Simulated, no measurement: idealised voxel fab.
process module | voxel spacer lines
cross-section cut | 205 nm wide | cells 5 nm
A cross-section is a grid of square cells, given in bands from the top down. A band is one or more rows of cells.
Each band's line starts with the height of the band's top and of its bottom, in nm. Then come its materials from left to right, each with its width in nm. One material with "throughout" fills the band from edge to edge. "air" is empty space.
Height 0 is the level under which the wafer as received is all one material. The lowest band goes on downwards, as in "0 down".
A width such as "30 to 40" changes by the same amount from each row of cells to the next, from the band's top row to its bottom row.
"no change" after a step means that no cell of the cross-section changed.
closed voids: empty space of 8 cells or more with no open way to the top, each as width x height at its distance from the left edge, in nm
after a step's settings: what the simulator itself notes on the step
overlay nm, on a step with a mask: how far to the right of its planned place the mask lay; to the left if negative
Each pair below shows a cross-section before one step and the cross-section after it, down to the lowest band that changed. The line under each pair gives the step between them, with its settings. The pairs can come from different runs of this module on the same starting wafer, so a pair continues from the pair above only where its "before" says so.
before
  0 down: Si throughout
  closed voids: none
after
  10 to 0: Al2O3 throughout
  below 0: unchanged
  closed voids: none
the step between: op CONFORMAL_DEP | material Al2O3 | thk nm 10
before: the cross-section after the pair above
after
  30 to 10: SiN throughout
  below 10: unchanged
  closed voids: none
the step between: op DIRECTIONAL_DEP | material SiN | thk nm 20
before: the cross-section after the pair above
after
  50 to 30: polySi throughout
  below 30: unchanged
  closed voids: none
the step between: op DIRECTIONAL_DEP | material polySi | thk nm 20
before: the cross-section after the pair above
after
  80 to 50: air 20 | resist 20 | air 50 | resist 20 | air 50 | resist 20 | air 25
  below 50: unchanged
  closed voids: none
the step between: op PATTERN | tone cover | mask id MANDREL | material resist | width nm 20 | pitch nm 70 | thk nm 30 | overlay nm 0
before: the cross-section after the pair above
after
  80 to 50: air 20 | resist 20 | air 50 | resist 20 | air 50 | resist 20 | air 25
  50 to 30: air 20 | polySi 20 | air 50 | polySi 20 | air 50 | polySi 20 | air 25
  below 30: unchanged
  closed voids: none
the step between: op DIRECTIONAL_ETCH | etch materials polySi | depth nm 20
before: the cross-section after the pair above
after
  50 to 30: air 20 | polySi 20 | air 50 | polySi 20 | air 50 | polySi 20 | air 25
  below 30: unchanged
  closed voids: none
the step between: op STRIP | etch materials resist
before: the cross-section after the pair above
after
  65 to 50: air 5 | SiO2 50 | air 20 | SiO2 50 | air 20 | SiO2 50 | air 10
  50 to 45: air 5 | SiO2 15 | polySi 20 | SiO2 15 | air 20 | SiO2 15 | polySi 20 | SiO2 15 | air 20 | SiO2 15 | polySi 20 | SiO2 15 | air 10
  45 to 30: SiO2 20 | polySi 20 | SiO2 50 | polySi 20 | SiO2 50 | polySi 20 | SiO2 25
  below 30: unchanged
  closed voids: none
the step between: op CONFORMAL_DEP | material SiO2 | thk nm 15
before: the cross-section after the pair above
after
  50 to 30: air 5 | SiO2 15 | polySi 20 | SiO2 15 | air 20 | SiO2 15 | polySi 20 | SiO2 15 | air 20 | SiO2 15 | polySi 20 | SiO2 15 | air 10
  below 30: unchanged
  closed voids: none
the step between: op DIRECTIONAL_ETCH | etch materials SiO2 | depth nm 15
before: the cross-section after the pair above
after
  50 to 30: air 5 | SiO2 15 | air 20 | SiO2 15 | air 20 | SiO2 15 | air 20 | SiO2 15 | air 20 | SiO2 15 | air 20 | SiO2 15 | air 10
  below 30: unchanged
  closed voids: none
the step between: op STRIP | etch materials polySi
before: the cross-section after the pair above
after
  50 to 30: air 5 | SiO2 15 | air 20 | SiO2 15 | air 20 | SiO2 15 | air 20 | SiO2 15 | air 20 | SiO2 15 | air 20 | SiO2 15 | air 10
  30 to 10: air 5 | SiN 15 | air 20 | SiN 15 | air 20 | SiN 15 | air 20 | SiN 15 | air 20 | SiN 15 | air 20 | SiN 15 | air 10
  below 10: unchanged
  closed voids: none
the step between: op DIRECTIONAL_ETCH | etch materials SiN | depth nm 20
before: the cross-section after the pair above
after
  30 to 10: air 5 | SiN 15 | air 20 | SiN 15 | air 20 | SiN 15 | air 20 | SiN 15 | air 20 | SiN 15 | air 20 | SiN 15 | air 10
  below 10: unchanged
  closed voids: none
the step between: op STRIP | etch materials SiO2
before
  0 down: Si throughout
  closed voids: none
after
  20 to 0: SiN throughout
  below 0: unchanged
  closed voids: none
the step between: op DIRECTIONAL_DEP | material SiN | thk nm 20
before: the cross-section after the pair above
after
  40 to 20: polySi throughout
  below 20: unchanged
  closed voids: none
the step between: op DIRECTIONAL_DEP | material polySi | thk nm 20
before: the cross-section after the pair above
after
  70 to 40: air 20 | resist 20 | air 50 | resist 20 | air 50 | resist 20 | air 25
  below 40: unchanged
  closed voids: none
the step between: op PATTERN | tone cover | mask id MANDREL | material resist | width nm 20 | pitch nm 70 | thk nm 30 | overlay nm 0
before: the cross-section after the pair above
after
  70 to 40: air 20 | resist 20 | air 50 | resist 20 | air 50 | resist 20 | air 25
  40 to 20: air 20 | polySi 20 | air 50 | polySi 20 | air 50 | polySi 20 | air 25
  below 20: unchanged
  closed voids: none
the step between: op DIRECTIONAL_ETCH | etch materials polySi | depth nm 20
before: the cross-section after the pair above
after
  40 to 20: air 20 | polySi 20 | air 50 | polySi 20 | air 50 | polySi 20 | air 25
  below 20: unchanged
  closed voids: none
the step between: op STRIP | etch materials resist
before: the cross-section after the pair above
after
  55 to 40: air 5 | SiO2 50 | air 20 | SiO2 50 | air 20 | SiO2 50 | air 10
  40 to 35: air 5 | SiO2 15 | polySi 20 | SiO2 15 | air 20 | SiO2 15 | polySi 20 | SiO2 15 | air 20 | SiO2 15 | polySi 20 | SiO2 15 | air 10
  35 to 20: SiO2 20 | polySi 20 | SiO2 50 | polySi 20 | SiO2 50 | polySi 20 | SiO2 25
  below 20: unchanged
  closed voids: none
the step between: op CONFORMAL_DEP | material SiO2 | thk nm 15
before: the cross-section after the pair above
after
  40 to 20: air 5 | SiO2 15 | polySi 20 | SiO2 15 | air 20 | SiO2 15 | polySi 20 | SiO2 15 | air 20 | SiO2 15 | polySi 20 | SiO2 15 | air 10
  below 20: unchanged
  closed voids: none
the step between: op DIRECTIONAL_ETCH | etch materials SiO2 | depth nm 15
before: the cross-section after the pair above
after
  40 to 20: air 5 | SiO2 15 | air 20 | SiO2 15 | air 20 | SiO2 15 | air 20 | SiO2 15 | air 20 | SiO2 15 | air 20 | SiO2 15 | air 10
  below 20: unchanged
  closed voids: none
the step between: op STRIP | etch materials polySi
before: the cross-section after the pair above
after
  40 to 20: air 5 | SiO2 15 | air 20 | SiO2 15 | air 20 | SiO2 15 | air 20 | SiO2 15 | air 20 | SiO2 15 | air 20 | SiO2 15 | air 10
  20 to 0: air 5 | SiN 15 | air 20 | SiN 15 | air 20 | SiN 15 | air 20 | SiN 15 | air 20 | SiN 15 | air 20 | SiN 15 | air 10
  below 0: unchanged
  closed voids: none
the step between: op DIRECTIONAL_ETCH | etch materials SiN | depth nm 20
before: the cross-section after the pair above
after
  20 to 0: air 5 | SiN 15 | air 20 | SiN 15 | air 20 | SiN 15 | air 20 | SiN 15 | air 20 | SiN 15 | air 20 | SiN 15 | air 10
  below 0: unchanged
  closed voids: none
the step between: op STRIP | etch materials SiO2
before
  30 to 10: SiN throughout
  10 to 0: Al2O3 throughout
  0 down: Si throughout
  closed voids: none
after
  50 to 10: SiN throughout
  below 10: unchanged
  closed voids: none
the step between: op DIRECTIONAL_DEP | material SiN | thk nm 20
before: the cross-section after the pair above
after
  70 to 50: polySi throughout
  below 50: unchanged
  closed voids: none
the step between: op DIRECTIONAL_DEP | material polySi | thk nm 20
before: the cross-section after the pair above
after
  100 to 70: air 20 | resist 20 | air 50 | resist 20 | air 50 | resist 20 | air 25
  below 70: unchanged
  closed voids: none
the step between: op PATTERN | tone cover | mask id MANDREL | material resist | width nm 20 | pitch nm 70 | thk nm 30 | overlay nm 0
before: the cross-section after the pair above
after
  100 to 70: air 20 | resist 20 | air 50 | resist 20 | air 50 | resist 20 | air 25
  70 to 50: air 20 | polySi 20 | air 50 | polySi 20 | air 50 | polySi 20 | air 25
  below 50: unchanged
  closed voids: none
the step between: op DIRECTIONAL_ETCH | etch materials polySi | depth nm 20
before: the cross-section after the pair above
after
  70 to 50: air 20 | polySi 20 | air 50 | polySi 20 | air 50 | polySi 20 | air 25
  below 50: unchanged
  closed voids: none
the step between: op STRIP | etch materials resist
before: the cross-section after the pair above
after
  85 to 70: air 5 | SiO2 50 | air 20 | SiO2 50 | air 20 | SiO2 50 | air 10
  70 to 65: air 5 | SiO2 15 | polySi 20 | SiO2 15 | air 20 | SiO2 15 | polySi 20 | SiO2 15 | air 20 | SiO2 15 | polySi 20 | SiO2 15 | air 10
  65 to 50: SiO2 20 | polySi 20 | SiO2 50 | polySi 20 | SiO2 50 | polySi 20 | SiO2 25
  below 50: unchanged
  closed voids: none
the step between: op CONFORMAL_DEP | material SiO2 | thk nm 15
before: the cross-section after the pair above
after
  70 to 50: air 5 | SiO2 15 | polySi 20 | SiO2 15 | air 20 | SiO2 15 | polySi 20 | SiO2 15 | air 20 | SiO2 15 | polySi 20 | SiO2 15 | air 10
  below 50: unchanged
  closed voids: none
the step between: op DIRECTIONAL_ETCH | etch materials SiO2 | depth nm 15
before: the cross-section after the pair above
after
  70 to 50: air 5 | SiO2 15 | air 20 | SiO2 15 | air 20 | SiO2 15 | air 20 | SiO2 15 | air 20 | SiO2 15 | air 20 | SiO2 15 | air 10
  below 50: unchanged
  closed voids: none
the step between: op STRIP | etch materials polySi
before: the cross-section after the pair above
after
  70 to 50: air 5 | SiO2 15 | air 20 | SiO2 15 | air 20 | SiO2 15 | air 20 | SiO2 15 | air 20 | SiO2 15 | air 20 | SiO2 15 | air 10
  50 to 30: air 5 | SiN 15 | air 20 | SiN 15 | air 20 | SiN 15 | air 20 | SiN 15 | air 20 | SiN 15 | air 20 | SiN 15 | air 10
  below 30: unchanged
  closed voids: none
the step between: op DIRECTIONAL_ETCH | etch materials SiN | depth nm 20
before: the cross-section after the pair above
after
  50 to 30: air 5 | SiN 15 | air 20 | SiN 15 | air 20 | SiN 15 | air 20 | SiN 15 | air 20 | SiN 15 | air 20 | SiN 15 | air 10
  below 30: unchanged
  closed voids: none
the step between: op STRIP | etch materials SiO2
before
  20 to 0: SiN throughout
  0 down: Si throughout
  closed voids: none
after
  30 to 20: Al2O3 throughout
  below 20: unchanged
  closed voids: none
the step between: op CONFORMAL_DEP | material Al2O3 | thk nm 10
before: the cross-section after the pair above
after
  50 to 30: polySi throughout
  below 30: unchanged
  closed voids: none
the step between: op DIRECTIONAL_DEP | material polySi | thk nm 20
before: the cross-section after the pair above
after
  80 to 50: air 20 | resist 20 | air 50 | resist 20 | air 50 | resist 20 | air 25
  below 50: unchanged
  closed voids: none
the step between: op PATTERN | tone cover | mask id MANDREL | material resist | width nm 20 | pitch nm 70 | thk nm 30 | overlay nm 0
before: the cross-section after the pair above
after
  80 to 50: air 20 | resist 20 | air 50 | resist 20 | air 50 | resist 20 | air 25
  50 to 30: air 20 | polySi 20 | air 50 | polySi 20 | air 50 | polySi 20 | air 25
  below 30: unchanged
  closed voids: none
the step between: op DIRECTIONAL_ETCH | etch materials polySi | depth nm 20
before: the cross-section after the pair above
after
  50 to 30: air 20 | polySi 20 | air 50 | polySi 20 | air 50 | polySi 20 | air 25
  below 30: unchanged
  closed voids: none
the step between: op STRIP | etch materials resist
before: the cross-section after the pair above
after
  65 to 50: air 5 | SiO2 50 | air 20 | SiO2 50 | air 20 | SiO2 50 | air 10
  50 to 45: air 5 | SiO2 15 | polySi 20 | SiO2 15 | air 20 | SiO2 15 | polySi 20 | SiO2 15 | air 20 | SiO2 15 | polySi 20 | SiO2 15 | air 10
  45 to 30: SiO2 20 | polySi 20 | SiO2 50 | polySi 20 | SiO2 50 | polySi 20 | SiO2 25
  below 30: unchanged
  closed voids: none
the step between: op CONFORMAL_DEP | material SiO2 | thk nm 15
before: the cross-section after the pair above
after
  50 to 30: air 5 | SiO2 15 | polySi 20 | SiO2 15 | air 20 | SiO2 15 | polySi 20 | SiO2 15 | air 20 | SiO2 15 | polySi 20 | SiO2 15 | air 10
  below 30: unchanged
  closed voids: none
the step between: op DIRECTIONAL_ETCH | etch materials SiO2 | depth nm 15
before: the cross-section after the pair above
after
  50 to 30: air 5 | SiO2 15 | air 20 | SiO2 15 | air 20 | SiO2 15 | air 20 | SiO2 15 | air 20 | SiO2 15 | air 20 | SiO2 15 | air 10
  below 30: unchanged
  closed voids: none
the step between: op STRIP | etch materials polySi
before: the cross-section after the pair above
after
  30 to 20: Al2O3 throughout
  below 20: unchanged
  closed voids: none
the step between: op STRIP | etch materials SiO2
before
  50 to 30: air 20 | polySi 20 | air 50 | polySi 20 | air 50 | polySi 20 | air 25
  30 to 10: SiN throughout
  10 to 0: Al2O3 throughout
  0 down: Si throughout
  closed voids: none
after
  55 to 50: air 15 | SiO2 30 | air 40 | SiO2 30 | air 40 | SiO2 30 | air 20
  50 to 35: air 15 | SiO2 5 | polySi 20 | SiO2 5 | air 40 | SiO2 5 | polySi 20 | SiO2 5 | air 40 | SiO2 5 | polySi 20 | SiO2 5 | air 20
  35 to 30: SiO2 20 | polySi 20 | SiO2 50 | polySi 20 | SiO2 50 | polySi 20 | SiO2 25
  below 30: unchanged
  closed voids: none
the step between: op CONFORMAL_DEP | material SiO2 | thk nm 5
before: the cross-section after the pair above
after
  50 to 40: air 20 | polySi 20 | air 50 | polySi 20 | air 50 | polySi 20 | air 25
  40 to 30: air 15 | SiO2 5 | polySi 20 | SiO2 5 | air 40 | SiO2 5 | polySi 20 | SiO2 5 | air 40 | SiO2 5 | polySi 20 | SiO2 5 | air 20
  below 30: unchanged
  closed voids: none
the step between: op DIRECTIONAL_ETCH | etch materials SiO2 | depth nm 15
before: the cross-section after the pair above
after
  40 to 30: air 15 | SiO2 5 | air 20 | SiO2 5 | air 40 | SiO2 5 | air 20 | SiO2 5 | air 40 | SiO2 5 | air 20 | SiO2 5 | air 20
  below 30: unchanged
  closed voids: none
the step between: op STRIP | etch materials polySi
before: the cross-section after the pair above
after
  40 to 30: air 15 | SiO2 5 | air 20 | SiO2 5 | air 40 | SiO2 5 | air 20 | SiO2 5 | air 40 | SiO2 5 | air 20 | SiO2 5 | air 20
  30 to 10: air 15 | SiN 5 | air 20 | SiN 5 | air 40 | SiN 5 | air 20 | SiN 5 | air 40 | SiN 5 | air 20 | SiN 5 | air 20
  below 10: unchanged
  closed voids: none
the step between: op DIRECTIONAL_ETCH | etch materials SiN | depth nm 20
before: the cross-section after the pair above
after
  30 to 10: air 15 | SiN 5 | air 20 | SiN 5 | air 40 | SiN 5 | air 20 | SiN 5 | air 40 | SiN 5 | air 20 | SiN 5 | air 20
  below 10: unchanged
  closed voids: none
the step between: op STRIP | etch materials SiO2
before
  50 to 30: polySi throughout
  30 to 10: SiN throughout
  10 to 0: Al2O3 throughout
  0 down: Si throughout
  closed voids: none
after
  80 to 50: air 20 | resist 25 | air 45 | resist 25 | air 45 | resist 25 | air 20
  below 50: unchanged
  closed voids: none
the step between: op PATTERN | tone cover | mask id MANDREL | material resist | width nm 25 | pitch nm 70 | thk nm 30 | overlay nm 0
before: the cross-section after the pair above
after
  80 to 50: air 20 | resist 25 | air 45 | resist 25 | air 45 | resist 25 | air 20
  50 to 30: air 20 | polySi 25 | air 45 | polySi 25 | air 45 | polySi 25 | air 20
  below 30: unchanged
  closed voids: none
the step between: op DIRECTIONAL_ETCH | etch materials polySi | depth nm 20
before: the cross-section after the pair above
after
  50 to 30: air 20 | polySi 25 | air 45 | polySi 25 | air 45 | polySi 25 | air 20
  below 30: unchanged
  closed voids: none
the step between: op STRIP | etch materials resist
before: the cross-section after the pair above
after
  65 to 50: air 5 | SiO2 55 | air 15 | SiO2 55 | air 15 | SiO2 55 | air 5
  50 to 45: air 5 | SiO2 15 | polySi 25 | SiO2 15 | air 15 | SiO2 15 | polySi 25 | SiO2 15 | air 15 | SiO2 15 | polySi 25 | SiO2 15 | air 5
  45 to 30: SiO2 20 | polySi 25 | SiO2 45 | polySi 25 | SiO2 45 | polySi 25 | SiO2 20
  below 30: unchanged
  closed voids: none
the step between: op CONFORMAL_DEP | material SiO2 | thk nm 15
before: the cross-section after the pair above
after
  50 to 30: air 5 | SiO2 15 | polySi 25 | SiO2 15 | air 15 | SiO2 15 | polySi 25 | SiO2 15 | air 15 | SiO2 15 | polySi 25 | SiO2 15 | air 5
  below 30: unchanged
  closed voids: none
the step between: op DIRECTIONAL_ETCH | etch materials SiO2 | depth nm 15
before: the cross-section after the pair above
after
  50 to 30: air 5 | SiO2 15 | air 25 | SiO2 15 | air 15 | SiO2 15 | air 25 | SiO2 15 | air 15 | SiO2 15 | air 25 | SiO2 15 | air 5
  below 30: unchanged
  closed voids: none
the step between: op STRIP | etch materials polySi
before: the cross-section after the pair above
after
  50 to 30: air 5 | SiO2 15 | air 25 | SiO2 15 | air 15 | SiO2 15 | air 25 | SiO2 15 | air 15 | SiO2 15 | air 25 | SiO2 15 | air 5
  30 to 10: air 5 | SiN 15 | air 25 | SiN 15 | air 15 | SiN 15 | air 25 | SiN 15 | air 15 | SiN 15 | air 25 | SiN 15 | air 5
  below 10: unchanged
  closed voids: none
the step between: op DIRECTIONAL_ETCH | etch materials SiN | depth nm 20
before: the cross-section after the pair above
after
  30 to 10: air 5 | SiN 15 | air 25 | SiN 15 | air 15 | SiN 15 | air 25 | SiN 15 | air 15 | SiN 15 | air 25 | SiN 15 | air 5
  below 10: unchanged
  closed voids: none
the step between: op STRIP | etch materials SiO2
before
  50 to 30: polySi throughout
  30 to 10: SiN throughout
  10 to 0: Al2O3 throughout
  0 down: Si throughout
  closed voids: none
after
  80 to 50: air 30 | resist 20 | air 50 | resist 20 | air 50 | resist 20 | air 15
  below 50: unchanged
  closed voids: none
the step between: op PATTERN | tone cover | mask id MANDREL | material resist | width nm 20 | pitch nm 70 | thk nm 30 | overlay nm 10
before: the cross-section after the pair above
after
  80 to 50: air 30 | resist 20 | air 50 | resist 20 | air 50 | resist 20 | air 15
  50 to 30: air 30 | polySi 20 | air 50 | polySi 20 | air 50 | polySi 20 | air 15
  below 30: unchanged
  closed voids: none
the step between: op DIRECTIONAL_ETCH | etch materials polySi | depth nm 20
before: the cross-section after the pair above
after
  50 to 30: air 30 | polySi 20 | air 50 | polySi 20 | air 50 | polySi 20 | air 15
  below 30: unchanged
  closed voids: none
the step between: op STRIP | etch materials resist
before: the cross-section after the pair above
after
  65 to 50: air 15 | SiO2 50 | air 20 | SiO2 50 | air 20 | SiO2 50
  50 to 45: air 15 | SiO2 15 | polySi 20 | SiO2 15 | air 20 | SiO2 15 | polySi 20 | SiO2 15 | air 20 | SiO2 15 | polySi 20 | SiO2 15
  45 to 30: SiO2 30 | polySi 20 | SiO2 50 | polySi 20 | SiO2 50 | polySi 20 | SiO2 15
  below 30: unchanged
  closed voids: none
the step between: op CONFORMAL_DEP | material SiO2 | thk nm 15
before: the cross-section after the pair above
after
  50 to 30: air 15 | SiO2 15 | polySi 20 | SiO2 15 | air 20 | SiO2 15 | polySi 20 | SiO2 15 | air 20 | SiO2 15 | polySi 20 | SiO2 15
  below 30: unchanged
  closed voids: none
the step between: op DIRECTIONAL_ETCH | etch materials SiO2 | depth nm 15
before: the cross-section after the pair above
after
  50 to 30: air 15 | SiO2 15 | air 20 | SiO2 15 | air 20 | SiO2 15 | air 20 | SiO2 15 | air 20 | SiO2 15 | air 20 | SiO2 15
  below 30: unchanged
  closed voids: none
the step between: op STRIP | etch materials polySi
before: the cross-section after the pair above
after
  50 to 30: air 15 | SiO2 15 | air 20 | SiO2 15 | air 20 | SiO2 15 | air 20 | SiO2 15 | air 20 | SiO2 15 | air 20 | SiO2 15
  30 to 10: air 15 | SiN 15 | air 20 | SiN 15 | air 20 | SiN 15 | air 20 | SiN 15 | air 20 | SiN 15 | air 20 | SiN 15
  below 10: unchanged
  closed voids: none
the step between: op DIRECTIONAL_ETCH | etch materials SiN | depth nm 20
before: the cross-section after the pair above
after
  30 to 10: air 15 | SiN 15 | air 20 | SiN 15 | air 20 | SiN 15 | air 20 | SiN 15 | air 20 | SiN 15 | air 20 | SiN 15
  below 10: unchanged
  closed voids: none
the step between: op STRIP | etch materials SiO2
before
  30 to 10: SiN throughout
  10 to 0: Al2O3 throughout
  0 down: Si throughout
  closed voids: none
after
  50 to 30: Al2O3 throughout
  below 30: unchanged
  closed voids: none
the step between: op DIRECTIONAL_DEP | material Al2O3 | thk nm 20
before: the cross-section after the pair above
after
  80 to 50: air 20 | resist 20 | air 50 | resist 20 | air 50 | resist 20 | air 25
  below 50: unchanged
  closed voids: none
the step between: op PATTERN | tone cover | mask id MANDREL | material resist | width nm 20 | pitch nm 70 | thk nm 30 | overlay nm 0
before: the cross-section after the pair above
after
  50 to 30: Al2O3 throughout
  below 30: unchanged
  closed voids: none
the step between: op STRIP | etch materials resist
before: the cross-section after the pair above
after
  65 to 50: SiO2 throughout
  below 50: unchanged
  closed voids: none
the step between: op CONFORMAL_DEP | material SiO2 | thk nm 15
before: the cross-section after the pair above
after
  50 to 30: Al2O3 throughout
  below 30: unchanged
  closed voids: none
the step between: op DIRECTIONAL_ETCH | etch materials SiO2 | depth nm 15
before
  50 to 30: polySi throughout
  30 to 10: SiN throughout
  10 to 0: Al2O3 throughout
  0 down: Si throughout
  closed voids: none
after
  80 to 50: resist 20 | air 20 | resist 50 | air 20 | resist 50 | air 20 | resist 25
  below 50: unchanged
  closed voids: none
the step between: op PATTERN | tone open | mask id MANDREL | material resist | width nm 20 | pitch nm 70 | thk nm 30 | overlay nm 0
before: the cross-section after the pair above
after
  80 to 50: resist 20 | air 20 | resist 50 | air 20 | resist 50 | air 20 | resist 25
  50 to 30: polySi 20 | air 20 | polySi 50 | air 20 | polySi 50 | air 20 | polySi 25
  below 30: unchanged
  closed voids: none
the step between: op DIRECTIONAL_ETCH | etch materials polySi | depth nm 20
before: the cross-section after the pair above
after
  50 to 30: polySi 20 | air 20 | polySi 50 | air 20 | polySi 50 | air 20 | polySi 25
  below 30: unchanged
  closed voids: none
the step between: op STRIP | etch materials resist
before: the cross-section after the pair above
after
  65 to 50: SiO2 throughout
  50 to 30: polySi 20 | SiO2 20 | polySi 50 | SiO2 20 | polySi 50 | SiO2 20 | polySi 25
  below 30: unchanged
  closed voids: none
the step between: op CONFORMAL_DEP | material SiO2 | thk nm 15
before: the cross-section after the pair above
after
  50 to 30: polySi 20 | SiO2 20 | polySi 50 | SiO2 20 | polySi 50 | SiO2 20 | polySi 25
  below 30: unchanged
  closed voids: none
the step between: op DIRECTIONAL_ETCH | etch materials SiO2 | depth nm 15
before: the cross-section after the pair above
after
  50 to 30: air 20 | SiO2 20 | air 50 | SiO2 20 | air 50 | SiO2 20 | air 25
  below 30: unchanged
  closed voids: none
the step between: op STRIP | etch materials polySi
before: the cross-section after the pair above
after
  50 to 30: air 20 | SiO2 20 | air 50 | SiO2 20 | air 50 | SiO2 20 | air 25
  30 to 10: air 20 | SiN 20 | air 50 | SiN 20 | air 50 | SiN 20 | air 25
  below 10: unchanged
  closed voids: none
the step between: op DIRECTIONAL_ETCH | etch materials SiN | depth nm 20
before: the cross-section after the pair above
after
  30 to 10: air 20 | SiN 20 | air 50 | SiN 20 | air 50 | SiN 20 | air 25
  below 10: unchanged
  closed voids: none
the step between: op STRIP | etch materials SiO2
